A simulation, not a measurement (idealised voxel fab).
process module | voxel air gaps
cross-section cut | 280 nm wide | cells 5 nm
A cross-section is a grid of square cells, given in bands from the top down. A band is one or more rows of cells.
Each band's line starts with the height of the band's top and of its bottom, in nm. Then come its materials from left to right, each with its width in nm. One material with "throughout" fills the band from edge to edge. "air" is empty space.
Height 0 is the level under which the wafer as received is all one material. The lowest band goes on downwards, as in "0 down".
A width such as "30 to 40" changes by the same amount from each row of cells to the next, from the band's top row to its bottom row.
"no change" after a step means that no cell of the cross-section changed.
closed voids: empty space of 8 cells or more with no open way to the top, each as width x height at its distance from the left edge, in nm
after a step's settings: what the simulator itself notes on the step
overlay nm, on a step with a mask: how far to the right of its planned place the mask lay; to the left if negative
plan
1 op RECEIVE | material Si
2 op CONFORMAL_DEP | material SiO2 | thk nm 10
3 op CONFORMAL_DEP | material SiCN | thk nm 5
4 op DIRECTIONAL_DEP | material lowk | thk nm 30
5 op PATTERN | tone open | mask id LINES | material resist | width nm 20 | pitch nm 45 | thk nm 15 | overlay nm 0
6 op DIRECTIONAL_ETCH | etch materials lowk | depth nm 30
7 op STRIP | etch materials resist
8 op CONFORMAL_DEP | material TiN | thk nm 5
9 op FILL_DEP | material Cu | thk nm 5
10 op CMP | height nm 45
11 op EPI | material Ru | thk nm 10
12 op SELECTIVE_ETCH | etch materials lowk | depth nm 40
13 op CONFORMAL_DEP | material SiCN | thk nm 5
as received, after step 1
  0 down: Si throughout
  closed voids: none
a wafer at the end: this start, this plan, one mistake
  70 to 65: air 35 | SiCN 205 | air 40
  65 to 45: air 35 | SiCN 5 | Ru 195 | SiCN 5 | air 40
  45 to 40: air 35 | SiCN 25 | TiN 5 | Cu 10 | TiN 5 | lowk 25 | TiN 5 | Cu 10 | TiN 5 | lowk 25 | TiN 5 | Cu 10 | TiN 5 | lowk 25 | TiN 5 | Cu 10 | TiN 5 | SiCN 25 | air 40
  40 to 20: air 55 | SiCN 5 | TiN 5 | Cu 10 | TiN 5 | lowk 25 | TiN 5 | Cu 10 | TiN 5 | lowk 25 | TiN 5 | Cu 10 | TiN 5 | lowk 25 | TiN 5 | Cu 10 | TiN 5 | SiCN 5 | air 60
  20 to 15: SiCN 60 | TiN 20 | lowk 25 | TiN 20 | lowk 25 | TiN 20 | lowk 25 | TiN 20 | SiCN 65
  15 to 10: SiCN throughout
  10 to 0: SiO2 throughout
  0 down: Si throughout
  closed voids: none
what went wrong: step 11 was run twice
